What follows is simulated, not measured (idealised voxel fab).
Process module, titled voxel transistor to metal
Xsec cut, 185 nm wide, square cell size 5 nm.
A cross-section is written here as square cells arranged in a grid, and it is given in bands from the top down, each band taking up one or more rows of cells. Top, bottom (nm), then materials left to right with widths (nm); lone material tagged "edge to edge" fills the whole band edge to edge; "blank" = empty space. It should be noted that heights are counted from 0, beneath which the wafer as supplied is of one material throughout, and that the lowest band possesses no lower boundary but continues downward, as written in "z 0 and below". Top row gets the first number, bottom row gets the second, and each row in between changes by the same step: that is how a band width like "30 to 40" works. Take "no change occurred" at face value: in the step it is given for, the cross-section changed in none of its cells. Empty spaces without an open route to the top, at least 8 cells in extent, make up the entry "Sealed-off cavities"; each is given as width x height at distance, where the distance is measured from the left edge, and all are in nm. Read whatever lies past the settings on a step's line as the simulator's own remark about the step. "overlay nm" denotes, for a step that has a mask, the displacement of the mask to the right of its planned place, with negative values corresponding to the left.

**Process steps foreseen in the plan**
- 1: RECEIVE: material Si
- 2: CONFORMAL_DEP: material SiO2, thk nm 5
- 3: CONFORMAL_DEP: material SiN, thk nm 10
- 4: MASKED_ETCH: tone cover, mask id ACTIVE, width nm 95, etch materials SiN, depth nm 10, overlay nm 0
- 5: MASKED_ETCH: tone cover, mask id ACTIVE, width nm 95, etch materials SiO2, depth nm 5, overlay nm 0
- 6: MASKED_ETCH: tone cover, mask id ACTIVE, width nm 95, etch materials Si, depth nm 30, overlay nm 0
- 7: FILL_DEP: material SiO2, thk nm 10
- 8: CMP: height nm 15
- 9: SELECTIVE_ETCH: etch materials SiO2, depth nm 5
- 10: STRIP: etch materials SiN
- 11: SELECTIVE_ETCH: etch materials SiO2, depth nm 5
- 12: OXIDIZE: depth nm 5
- 13: DIRECTIONAL_DEP: material polySi, thk nm 30
- 14: DIRECTIONAL_DEP: material SiCN, thk nm 10
- 15: MASKED_ETCH: tone cover, mask id GATE, width nm 15, etch materials SiCN, depth nm 20, overlay nm 0
- 16: MASKED_ETCH: tone cover, mask id GATE, width nm 15, etch materials polySi, depth nm 40, overlay nm 0
- 17: CONFORMAL_DEP: material SiN, thk nm 10
- 18: DIRECTIONAL_ETCH: etch materials SiN, depth nm 10
- 19: DIRECTIONAL_ETCH: etch materials SiO2, depth nm 5
- 20: DIRECTIONAL_ETCH: etch materials Si, depth nm 10
- 21: EPI: material nSi, thk nm 10
- 22: FILL_DEP: material SiO2, thk nm 10
- 23: CMP: height nm 40
- 24: DIRECTIONAL_DEP: material SiO2, thk nm 10
- 25: PATTERN: tone open, mask id CONTACT, material resist, width nm 30, pitch nm 55, thk nm 20, overlay nm 0
- 26: DIRECTIONAL_ETCH: etch materials SiO2, depth nm 55
- 27: STRIP: etch materials resist
- 28: CONFORMAL_DEP: material TiN, thk nm 5
- 29: FILL_DEP: material Ru, thk nm 5
- 30: CMP: height nm 50
- 31: DIRECTIONAL_DEP: material TiN, thk nm 5
- 32: DIRECTIONAL_DEP: material W, thk nm 15
- 33: PATTERN: tone cover, mask id METAL_1, material resist, width nm 20, pitch nm 65, thk nm 20, overlay nm 0
- 34: DIRECTIONAL_ETCH: etch materials W, depth nm 15
- 35: DIRECTIONAL_ETCH: etch materials TiN, depth nm 5
- 36: STRIP: etch materials resist
- 37: CONFORMAL_DEP: material SiCN, thk nm 5
- 38: FILL_DEP: material SiO2, thk nm 5
- 39: CMP: height nm 70
- 40: CONFORMAL_DEP: material SiN, thk nm 5

**first wafer, as planned**

**As-received wafer cross-section (after step 1)**
	z 0 and below  Si edge to edge
	Sealed-off cavities: none

**Cross-section: wafer state after step 2**
	z 5 to 0  SiO2 edge to edge
	Below a height of 0, the structure has not been altered.

**Cross-section: wafer state after step 3**
	z 15 to 5  SiN edge to edge
	Below a height of 5, the structure has not been altered.

**Cross-section: wafer state after step 4**
	z 15 to 5  blank=45  SiN=95  blank=45
	Below a height of 5, the structure has not been altered.

**Cross-section: wafer state after step 5**
	z 15 to 5  blank=45  SiN=95  blank=45
	z 5 to 0  blank=45  SiO2=95  blank=45
	Below a height of 0, the structure has not been altered.

**Cross-section: wafer state after step 6**
	z 15 to 5  blank=45  SiN=95  blank=45
	z 5 to 0  blank=45  SiO2=95  blank=45
	z 0 to -30  blank=45  Si=95  blank=45
	Below a height of -30, the structure has not been altered.

**Cross-section: wafer state after step 7**
	z 25 to 15  SiO2 edge to edge
	z 15 to 5  SiO2=45  SiN=95  SiO2=45
	z 5 to 0  SiO2 edge to edge
	z 0 to -30  SiO2=45  Si=95  SiO2=45
	Below a height of -30, the structure has not been altered.

**Cross-section: wafer state after step 8**
	z 15 to 5  SiO2=45  SiN=95  SiO2=45
	Below a height of 5, the structure has not been altered.

**Cross-section: wafer state after step 9**
	z 15 to 10  blank=45  SiN=95  blank=45
	Below a height of 10, the structure has not been altered.

**Cross-section: wafer state after step 10**
	z 10 to 5  SiO2=45  blank=95  SiO2=45
	Below a height of 5, the structure has not been altered.

**Cross-section: wafer state after step 11**
	z 5 to 0  SiO2=40  blank=105  SiO2=40
	Below a height of 0, the structure has not been altered.

**Cross-section: wafer state after step 12**
	z 5 to 0  SiO2=40  blank=105  SiO2=40
	z 0 to -5  SiO2 edge to edge
	Below a height of -5, the structure has not been altered.

**Cross-section: wafer state after step 13**
	z 35 to 30  polySi=40  blank=105  polySi=40
	z 30 to 5  polySi edge to edge
	z 5 to 0  SiO2=40  polySi=105  SiO2=40
	Below a height of 0, the structure has not been altered.

**Cross-section: wafer state after step 14**
	z 45 to 40  SiCN=40  blank=105  SiCN=40
	z 40 to 35  SiCN edge to edge
	z 35 to 30  polySi=40  SiCN=105  polySi=40
	Below a height of 30, the structure has not been altered.

**Cross-section: wafer state after step 15**
	z 40 to 35  blank=85  SiCN=15  blank=85
	z 35 to 30  polySi=40  blank=45  SiCN=15  blank=45  polySi=40
	Below a height of 30, the structure has not been altered.

**Cross-section: wafer state after step 16**
	z 40 to 30  blank=85  SiCN=15  blank=85
	z 30 to 5  blank=85  polySi=15  blank=85
	z 5 to 0  SiO2=40  blank=45  polySi=15  blank=45  SiO2=40
	Below a height of 0, the structure has not been altered.

**Cross-section: wafer state after step 17**
	z 50 to 40  blank=75  SiN=35  blank=75
	z 40 to 30  blank=75  SiN=10  SiCN=15  SiN=10  blank=75
	z 30 to 15  blank=75  SiN=10  polySi=15  SiN=10  blank=75
	z 15 to 10  SiN=50  blank=25  SiN=10  polySi=15  SiN=10  blank=25  SiN=50
	z 10 to 5  SiN=85  polySi=15  SiN=85
	z 5 to 0  SiO2=40  SiN=45  polySi=15  SiN=45  SiO2=40
	Below a height of 0, the structure has not been altered.

**Cross-section: wafer state after step 18**
	z 40 to 30  blank=75  SiN=10  SiCN=15  SiN=10  blank=75
	z 30 to 5  blank=75  SiN=10  polySi=15  SiN=10  blank=75
	z 5 to 0  SiO2=40  SiN=10  blank=25  SiN=10  polySi=15  SiN=10  blank=25  SiN=10  SiO2=40
	Below a height of 0, the structure has not been altered.

**Cross-section: wafer state after step 19**
	z 40 to 30  blank=75  SiN=10  SiCN=15  SiN=10  blank=75
	z 30 to 5  blank=75  SiN=10  polySi=15  SiN=10  blank=75
	z 5 to 0  blank=40  SiN=10  blank=25  SiN=10  polySi=15  SiN=10  blank=25  SiN=10  blank=40
	z 0 to -5  SiO2=50  blank=25  SiO2=35  blank=25  SiO2=50
	Below a height of -5, the structure has not been altered.

**Cross-section: wafer state after step 20**
	z 40 to 30  blank=75  SiN=10  SiCN=15  SiN=10  blank=75
	z 30 to 5  blank=75  SiN=10  polySi=15  SiN=10  blank=75
	z 5 to 0  blank=40  SiN=10  blank=25  SiN=10  polySi=15  SiN=10  blank=25  SiN=10  blank=40
	z 0 to -5  SiO2=50  blank=25  SiO2=35  blank=25  SiO2=50
	z -5 to -15  SiO2=45  Si=5  blank=25  Si=35  blank=25  Si=5  SiO2=45
	Below a height of -15, the structure has not been altered.

**Cross-section: wafer state after step 21**
	z 40 to 30  blank=75  SiN=10  SiCN=15  SiN=10  blank=75
	z 30 to 5  blank=75  SiN=10  polySi=15  SiN=10  blank=75
	z 5 to 0  blank=40  SiN=10  nSi=10  blank=5  nSi=10  SiN=10  polySi=15  SiN=10  nSi=10  blank=5  nSi=10  SiN=10  blank=40
	z 0 to -5  SiO2=50  nSi=10  blank=5  nSi=10  SiO2=35  nSi=10  blank=5  nSi=10  SiO2=50
	z -5 to -15  SiO2=45  Si=5  nSi=25  Si=35  nSi=25  Si=5  SiO2=45
	Below a height of -15, the structure has not been altered.

**Cross-section: wafer state after step 22**
	z 50 to 40  SiO2 edge to edge
	z 40 to 30  SiO2=75  SiN=10  SiCN=15  SiN=10  SiO2=75
	z 30 to 5  SiO2=75  SiN=10  polySi=15  SiN=10  SiO2=75
	z 5 to 0  SiO2=40  SiN=10  nSi=10  SiO2=5  nSi=10  SiN=10  polySi=15  SiN=10  nSi=10  SiO2=5  nSi=10  SiN=10  SiO2=40
	z 0 to -5  SiO2=50  nSi=10  SiO2=5  nSi=10  SiO2=35  nSi=10  SiO2=5  nSi=10  SiO2=50
	Below a height of -5, the structure has not been altered.

**Cross-section: wafer state after step 23**
	z 40 to 30  SiO2=75  SiN=10  SiCN=15  SiN=10  SiO2=75
	Below a height of 30, the structure has not been altered.

**Cross-section: wafer state after step 24**
	z 50 to 40  SiO2 edge to edge
	Below a height of 40, the structure has not been altered.

**Cross-section: wafer state after step 25**
	z 70 to 50  resist=50  blank=30  resist=25  blank=30  resist=50
	Below a height of 50, the structure has not been altered.

**Cross-section: wafer state after step 26**
	z 70 to 50  resist=50  blank=30  resist=25  blank=30  resist=50
	z 50 to 40  SiO2=50  blank=30  SiO2=25  blank=30  SiO2=50
	z 40 to 30  SiO2=50  blank=25  SiN=10  SiCN=15  SiN=10  blank=25  SiO2=50
	z 30 to 5  SiO2=50  blank=25  SiN=10  polySi=15  SiN=10  blank=25  SiO2=50
	z 5 to 0  SiO2=40  SiN=10  nSi=10  blank=5  nSi=10  SiN=10  polySi=15  SiN=10  nSi=10  blank=5  nSi=10  SiN=10  SiO2=40
	z 0 to -5  SiO2=50  nSi=10  blank=5  nSi=10  SiO2=35  nSi=10  blank=5  nSi=10  SiO2=50
	Below a height of -5, the structure has not been altered.

**Cross-section: wafer state after step 27**
	z 50 to 40  SiO2=50  blank=30  SiO2=25  blank=30  SiO2=50
	Below a height of 40, the structure has not been altered.

**Cross-section: wafer state after step 28**
	z 55 to 50  TiN=55  blank=20  TiN=35  blank=20  TiN=55
	z 50 to 40  SiO2=50  TiN=5  blank=20 to 15  TiN=5 to 10  SiO2=25  TiN=5 to 10  blank=20 to 15  TiN=5  SiO2=50
	z 40 to 30  SiO2=50  TiN=5  blank=15  TiN=5  SiN=10  SiCN=15  SiN=10  TiN=5  blank=15  TiN=5  SiO2=50
	z 30 to 10  SiO2=50  TiN=5  blank=15  TiN=5  SiN=10  polySi=15  SiN=10  TiN=5  blank=15  TiN=5  SiO2=50
	z 10 to 5  SiO2=50  TiN=25  SiN=10  polySi=15  SiN=10  TiN=25  SiO2=50
	z 5 to 0  SiO2=40  SiN=10  nSi=10  TiN=5  nSi=10  SiN=10  polySi=15  SiN=10  nSi=10  TiN=5  nSi=10  SiN=10  SiO2=40
	z 0 to -5  SiO2=50  nSi=10  TiN=5  nSi=10  SiO2=35  nSi=10  TiN=5  nSi=10  SiO2=50
	Below a height of -5, the structure has not been altered.

**Cross-section: wafer state after step 29**
	z 60 to 55  Ru edge to edge
	z 55 to 50  TiN=55  Ru=20  TiN=35  Ru=20  TiN=55
	z 50 to 40  SiO2=50  TiN=5  Ru=20 to 15  TiN=5 to 10  SiO2=25  TiN=5 to 10  Ru=20 to 15  TiN=5  SiO2=50
	z 40 to 30  SiO2=50  TiN=5  Ru=15  TiN=5  SiN=10  SiCN=15  SiN=10  TiN=5  Ru=15  TiN=5  SiO2=50
	z 30 to 10  SiO2=50  TiN=5  Ru=15  TiN=5  SiN=10  polySi=15  SiN=10  TiN=5  Ru=15  TiN=5  SiO2=50
	Below a height of 10, the structure has not been altered.

**Cross-section: wafer state after step 30**
	z 50 to 40  SiO2=50  TiN=5  Ru=20 to 15  TiN=5 to 10  SiO2=25  TiN=5 to 10  Ru=20 to 15  TiN=5  SiO2=50
	Below a height of 40, the structure has not been altered.

**Cross-section: wafer state after step 31**
	z 55 to 50  TiN edge to edge
	Below a height of 50, the structure has not been altered.

**Cross-section: wafer state after step 32**
	z 70 to 55  W edge to edge
	Below a height of 55, the structure has not been altered.

**Cross-section: wafer state after step 33**
	z 90 to 70  blank=50  resist=20  blank=45  resist=20  blank=50
	Below a height of 70, the structure has not been altered.

**Cross-section: wafer state after step 34**
	z 90 to 70  blank=50  resist=20  blank=45  resist=20  blank=50
	z 70 to 55  blank=50  W=20  blank=45  W=20  blank=50
	Below a height of 55, the structure has not been altered.

**Cross-section: wafer state after step 35**
	z 90 to 70  blank=50  resist=20  blank=45  resist=20  blank=50
	z 70 to 55  blank=50  W=20  blank=45  W=20  blank=50
	z 55 to 50  blank=50  TiN=20  blank=45  TiN=20  blank=50
	Below a height of 50, the structure has not been altered.

**Cross-section: wafer state after step 36**
	z 70 to 55  blank=50  W=20  blank=45  W=20  blank=50
	Below a height of 55, the structure has not been altered.

**Cross-section: wafer state after step 37**
	z 75 to 70  blank=45  SiCN=30  blank=35  SiCN=30  blank=45
	z 70 to 55  blank=45  SiCN=5  W=20  SiCN=5  blank=35  SiCN=5  W=20  SiCN=5  blank=45
	z 55 to 50  SiCN=50  TiN=20  SiCN=45  TiN=20  SiCN=50
	Below a height of 50, the structure has not been altered.

**Cross-section: wafer state after step 38**
	z 80 to 75  SiO2 edge to edge
	z 75 to 70  SiO2=45  SiCN=30  SiO2=35  SiCN=30  SiO2=45
	z 70 to 55  SiO2=45  SiCN=5  W=20  SiCN=5  SiO2=35  SiCN=5  W=20  SiCN=5  SiO2=45
	Below a height of 55, the structure has not been altered.

**Cross-section: wafer state after step 39**
	z 70 to 55  SiO2=45  SiCN=5  W=20  SiCN=5  SiO2=35  SiCN=5  W=20  SiCN=5  SiO2=45
	Below a height of 55, the structure has not been altered.

**Cross-section: wafer state after step 40**
	z 75 to 70  SiN edge to edge
	Below a height of 70, the structure has not been altered.

**Okay, second wafer. Nothing different at the start, nothing different in the plan, just one mistake somewhere in the running. As far as step 3, counting that step, it's the first wafer all over again**

**Cross-section of the second wafer when, according to plan, step 4 should have finished**
	z 15 to 5  blank=40  SiN=105  blank=40
	Below a height of 5, the structure has not been altered.

**Cross-section of the second wafer when, according to plan, step 5 should have finished**
	z 15 to 5  blank=40  SiN=105  blank=40
	z 5 to 0  blank=40  SiO2=105  blank=40
	Below a height of 0, the structure has not been altered.

**Cross-section of the second wafer when, according to plan, step 6 should have finished**
	z 15 to 5  blank=40  SiN=105  blank=40
	z 5 to 0  blank=40  SiO2=105  blank=40
	z 0 to -30  blank=40  Si=105  blank=40
	Below a height of -30, the structure has not been altered.

**Cross-section of the second wafer when, according to plan, step 7 should have finished**
	z 25 to 15  SiO2 edge to edge
	z 15 to 5  SiO2=40  SiN=105  SiO2=40
	z 5 to 0  SiO2 edge to edge
	z 0 to -30  SiO2=40  Si=105  SiO2=40
	Below a height of -30, the structure has not been altered.

**Cross-section of the second wafer when, according to plan, step 8 should have finished**
	z 15 to 5  SiO2=40  SiN=105  SiO2=40
	Below a height of 5, the structure has not been altered.

**Cross-section of the second wafer when, according to plan, step 9 should have finished**
	z 15 to 10  blank=40  SiN=105  blank=40
	Below a height of 10, the structure has not been altered.

**Cross-section of the second wafer when, according to plan, step 10 should have finished**
	z 10 to 5  SiO2=40  blank=105  SiO2=40
	Below a height of 5, the structure has not been altered.

**Cross-section of the second wafer when, according to plan, step 11 should have finished**
	z 5 to 0  SiO2=35  blank=115  SiO2=35
	Below a height of 0, the structure has not been altered.

**Cross-section of the second wafer when, according to plan, step 12 should have finished**
	z 5 to 0  SiO2=35  blank=115  SiO2=35
	z 0 to -5  SiO2 edge to edge
	Below a height of -5, the structure has not been altered.

**Cross-section of the second wafer when, according to plan, step 13 should have finished**
	z 35 to 30  polySi=35  blank=115  polySi=35
	z 30 to 5  polySi edge to edge
	z 5 to 0  SiO2=35  polySi=115  SiO2=35
	Below a height of 0, the structure has not been altered.

**Cross-section of the second wafer when, according to plan, step 14 should have finished**
	z 45 to 40  SiCN=35  blank=115  SiCN=35
	z 40 to 35  SiCN edge to edge
	z 35 to 30  polySi=35  SiCN=115  polySi=35
	Below a height of 30, the structure has not been altered.

**Cross-section of the second wafer when, according to plan, step 15 should have finished**
	z 40 to 35  blank=85  SiCN=15  blank=85
	z 35 to 30  polySi=35  blank=50  SiCN=15  blank=50  polySi=35
	Below a height of 30, the structure has not been altered.

**Cross-section of the second wafer when, according to plan, step 16 should have finished**
	z 40 to 30  blank=85  SiCN=15  blank=85
	z 30 to 5  blank=85  polySi=15  blank=85
	z 5 to 0  SiO2=35  blank=50  polySi=15  blank=50  SiO2=35
	Below a height of 0, the structure has not been altered.

**Cross-section of the second wafer when, according to plan, step 17 should have finished**
	z 50 to 40  blank=75  SiN=35  blank=75
	z 40 to 30  blank=75  SiN=10  SiCN=15  SiN=10  blank=75
	z 30 to 15  blank=75  SiN=10  polySi=15  SiN=10  blank=75
	z 15 to 10  SiN=45  blank=30  SiN=10  polySi=15  SiN=10  blank=30  SiN=45
	z 10 to 5  SiN=85  polySi=15  SiN=85
	z 5 to 0  SiO2=35  SiN=50  polySi=15  SiN=50  SiO2=35
	Below a height of 0, the structure has not been altered.

**Cross-section of the second wafer when, according to plan, step 18 should have finished**
	z 40 to 30  blank=75  SiN=10  SiCN=15  SiN=10  blank=75
	z 30 to 5  blank=75  SiN=10  polySi=15  SiN=10  blank=75
	z 5 to 0  SiO2=35  SiN=10  blank=30  SiN=10  polySi=15  SiN=10  blank=30  SiN=10  SiO2=35
	Below a height of 0, the structure has not been altered.

**Cross-section of the second wafer when, according to plan, step 19 should have finished**
	z 40 to 30  blank=75  SiN=10  SiCN=15  SiN=10  blank=75
	z 30 to 5  blank=75  SiN=10  polySi=15  SiN=10  blank=75
	z 5 to 0  blank=35  SiN=10  blank=30  SiN=10  polySi=15  SiN=10  blank=30  SiN=10  blank=35
	z 0 to -5  SiO2=45  blank=30  SiO2=35  blank=30  SiO2=45
	Below a height of -5, the structure has not been altered.

**Cross-section of the second wafer when, according to plan, step 20 should have finished**
	z 40 to 30  blank=75  SiN=10  SiCN=15  SiN=10  blank=75
	z 30 to 5  blank=75  SiN=10  polySi=15  SiN=10  blank=75
	z 5 to 0  blank=35  SiN=10  blank=30  SiN=10  polySi=15  SiN=10  blank=30  SiN=10  blank=35
	z 0 to -5  SiO2=45  blank=30  SiO2=35  blank=30  SiO2=45
	z -5 to -15  SiO2=40  Si=5  blank=30  Si=35  blank=30  Si=5  SiO2=40
	Below a height of -15, the structure has not been altered.

**Cross-section of the second wafer when, according to plan, step 21 should have finished**
	z 40 to 30  blank=75  SiN=10  SiCN=15  SiN=10  blank=75
	z 30 to 5  blank=75  SiN=10  polySi=15  SiN=10  blank=75
	z 5 to 0  blank=35  SiN=10  nSi=10  blank=10  nSi=10  SiN=10  polySi=15  SiN=10  nSi=10  blank=10  nSi=10  SiN=10  blank=35
	z 0 to -5  SiO2=45  nSi=10  blank=10  nSi=10  SiO2=35  nSi=10  blank=10  nSi=10  SiO2=45
	z -5 to -15  SiO2=40  Si=5  nSi=30  Si=35  nSi=30  Si=5  SiO2=40
	Below a height of -15, the structure has not been altered.

**Cross-section of the second wafer when, according to plan, step 22 should have finished**
	z 50 to 40  SiO2 edge to edge
	z 40 to 30  SiO2=75  SiN=10  SiCN=15  SiN=10  SiO2=75
	z 30 to 5  SiO2=75  SiN=10  polySi=15  SiN=10  SiO2=75
	z 5 to 0  SiO2=35  SiN=10  nSi=10  SiO2=10  nSi=10  SiN=10  polySi=15  SiN=10  nSi=10  SiO2=10  nSi=10  SiN=10  SiO2=35
	z 0 to -5  SiO2=45  nSi=10  SiO2=10  nSi=10  SiO2=35  nSi=10  SiO2=10  nSi=10  SiO2=45
	Below a height of -5, the structure has not been altered.

**Cross-section of the second wafer when, according to plan, step 23 should have finished**
	z 40 to 30  SiO2=75  SiN=10  SiCN=15  SiN=10  SiO2=75
	Below a height of 30, the structure has not been altered.

**Cross-section of the second wafer when, according to plan, step 24 should have finished**
	z 50 to 40  SiO2 edge to edge
	Below a height of 40, the structure has not been altered.

**Cross-section of the second wafer when, according to plan, step 25 should have finished**
	z 70 to 50  resist=50  blank=30  resist=25  blank=30  resist=50
	Below a height of 50, the structure has not been altered.

**Cross-section of the second wafer when, according to plan, step 26 should have finished**
	z 70 to 50  resist=50  blank=30  resist=25  blank=30  resist=50
	z 50 to 40  SiO2=50  blank=30  SiO2=25  blank=30  SiO2=50
	z 40 to 30  SiO2=50  blank=25  SiN=10  SiCN=15  SiN=10  blank=25  SiO2=50
	z 30 to 5  SiO2=50  blank=25  SiN=10  polySi=15  SiN=10  blank=25  SiO2=50
	z 5 to 0  SiO2=35  SiN=10  nSi=10  blank=10  nSi=10  SiN=10  polySi=15  SiN=10  nSi=10  blank=10  nSi=10  SiN=10  SiO2=35
	z 0 to -5  SiO2=45  nSi=10  blank=10  nSi=10  SiO2=35  nSi=10  blank=10  nSi=10  SiO2=45
	Below a height of -5, the structure has not been altered.

**Cross-section of the second wafer when, according to plan, step 27 should have finished**
	z 50 to 40  SiO2=50  blank=30  SiO2=25  blank=30  SiO2=50
	Below a height of 40, the structure has not been altered.

**Cross-section of the second wafer when, according to plan, step 28 should have finished**
	z 55 to 50  TiN=55  blank=20  TiN=35  blank=20  TiN=55
	z 50 to 40  SiO2=50  TiN=5  blank=20 to 15  TiN=5 to 10  SiO2=25  TiN=5 to 10  blank=20 to 15  TiN=5  SiO2=50
	z 40 to 30  SiO2=50  TiN=5  blank=15  TiN=5  SiN=10  SiCN=15  SiN=10  TiN=5  blank=15  TiN=5  SiO2=50
	z 30 to 10  SiO2=50  TiN=5  blank=15  TiN=5  SiN=10  polySi=15  SiN=10  TiN=5  blank=15  TiN=5  SiO2=50
	z 10 to 5  SiO2=50  TiN=25  SiN=10  polySi=15  SiN=10  TiN=25  SiO2=50
	z 5 to 0  SiO2=35  SiN=10  nSi=10  TiN=10  nSi=10  SiN=10  polySi=15  SiN=10  nSi=10  TiN=10  nSi=10  SiN=10  SiO2=35
	z 0 to -5  SiO2=45  nSi=10  TiN=10  nSi=10  SiO2=35  nSi=10  TiN=10  nSi=10  SiO2=45
	Below a height of -5, the structure has not been altered.

**Cross-section of the second wafer when, according to plan, step 29 should have finished**
	z 60 to 55  Ru edge to edge
	z 55 to 50  TiN=55  Ru=20  TiN=35  Ru=20  TiN=55
	z 50 to 40  SiO2=50  TiN=5  Ru=20 to 15  TiN=5 to 10  SiO2=25  TiN=5 to 10  Ru=20 to 15  TiN=5  SiO2=50
	z 40 to 30  SiO2=50  TiN=5  Ru=15  TiN=5  SiN=10  SiCN=15  SiN=10  TiN=5  Ru=15  TiN=5  SiO2=50
	z 30 to 10  SiO2=50  TiN=5  Ru=15  TiN=5  SiN=10  polySi=15  SiN=10  TiN=5  Ru=15  TiN=5  SiO2=50
	Below a height of 10, the structure has not been altered.

**Cross-section of the second wafer when, according to plan, step 30 should have finished**
	z 50 to 40  SiO2=50  TiN=5  Ru=20 to 15  TiN=5 to 10  SiO2=25  TiN=5 to 10  Ru=20 to 15  TiN=5  SiO2=50
	Below a height of 40, the structure has not been altered.

**Cross-section of the second wafer when, according to plan, step 31 should have finished**
	z 55 to 50  TiN edge to edge
	Below a height of 50, the structure has not been altered.

**Cross-section of the second wafer when, according to plan, step 32 should have finished**
	z 70 to 55  W edge to edge
	Below a height of 55, the structure has not been altered.

**Cross-section of the second wafer when, according to plan, step 33 should have finished**
	z 90 to 70  blank=50  resist=20  blank=45  resist=20  blank=50
	Below a height of 70, the structure has not been altered.

**Cross-section of the second wafer when, according to plan, step 34 should have finished**
	z 90 to 70  blank=50  resist=20  blank=45  resist=20  blank=50
	z 70 to 55  blank=50  W=20  blank=45  W=20  blank=50
	Below a height of 55, the structure has not been altered.

**Cross-section of the second wafer when, according to plan, step 35 should have finished**
	z 90 to 70  blank=50  resist=20  blank=45  resist=20  blank=50
	z 70 to 55  blank=50  W=20  blank=45  W=20  blank=50
	z 55 to 50  blank=50  TiN=20  blank=45  TiN=20  blank=50
	Below a height of 50, the structure has not been altered.

**Cross-section of the second wafer when, according to plan, step 36 should have finished**
	z 70 to 55  blank=50  W=20  blank=45  W=20  blank=50
	Below a height of 55, the structure has not been altered.

**Cross-section of the second wafer when, according to plan, step 37 should have finished**
	z 75 to 70  blank=45  SiCN=30  blank=35  SiCN=30  blank=45
	z 70 to 55  blank=45  SiCN=5  W=20  SiCN=5  blank=35  SiCN=5  W=20  SiCN=5  blank=45
	z 55 to 50  SiCN=50  TiN=20  SiCN=45  TiN=20  SiCN=50
	Below a height of 50, the structure has not been altered.

**Cross-section of the second wafer when, according to plan, step 38 should have finished**
	z 80 to 75  SiO2 edge to edge
	z 75 to 70  SiO2=45  SiCN=30  SiO2=35  SiCN=30  SiO2=45
	z 70 to 55  SiO2=45  SiCN=5  W=20  SiCN=5  SiO2=35  SiCN=5  W=20  SiCN=5  SiO2=45
	Below a height of 55, the structure has not been altered.

**Cross-section of the second wafer when, according to plan, step 39 should have finished**
	z 70 to 55  SiO2=45  SiCN=5  W=20  SiCN=5  SiO2=35  SiCN=5  W=20  SiCN=5  SiO2=45
	Below a height of 55, the structure has not been altered.

**Cross-section of the second wafer when, according to plan, step 40 should have finished**
	z 75 to 70  SiN edge to edge
	Below a height of 70, the structure has not been altered.
What went wrong in running the wafer? step 4 went in with a setting other than planned; the actual run was MASKED_ETCH: tone cover, mask id ACTIVE, width nm 105, etch materials SiN, depth nm 10, overlay nm 0
It is noted that, at the conclusion of processing, the second wafer exhibits a higher or lower cell count for certain materials relative to the first: 6 more of Si | 14 fewer of SiO2 | 4 more of TiN | 4 more of nSi
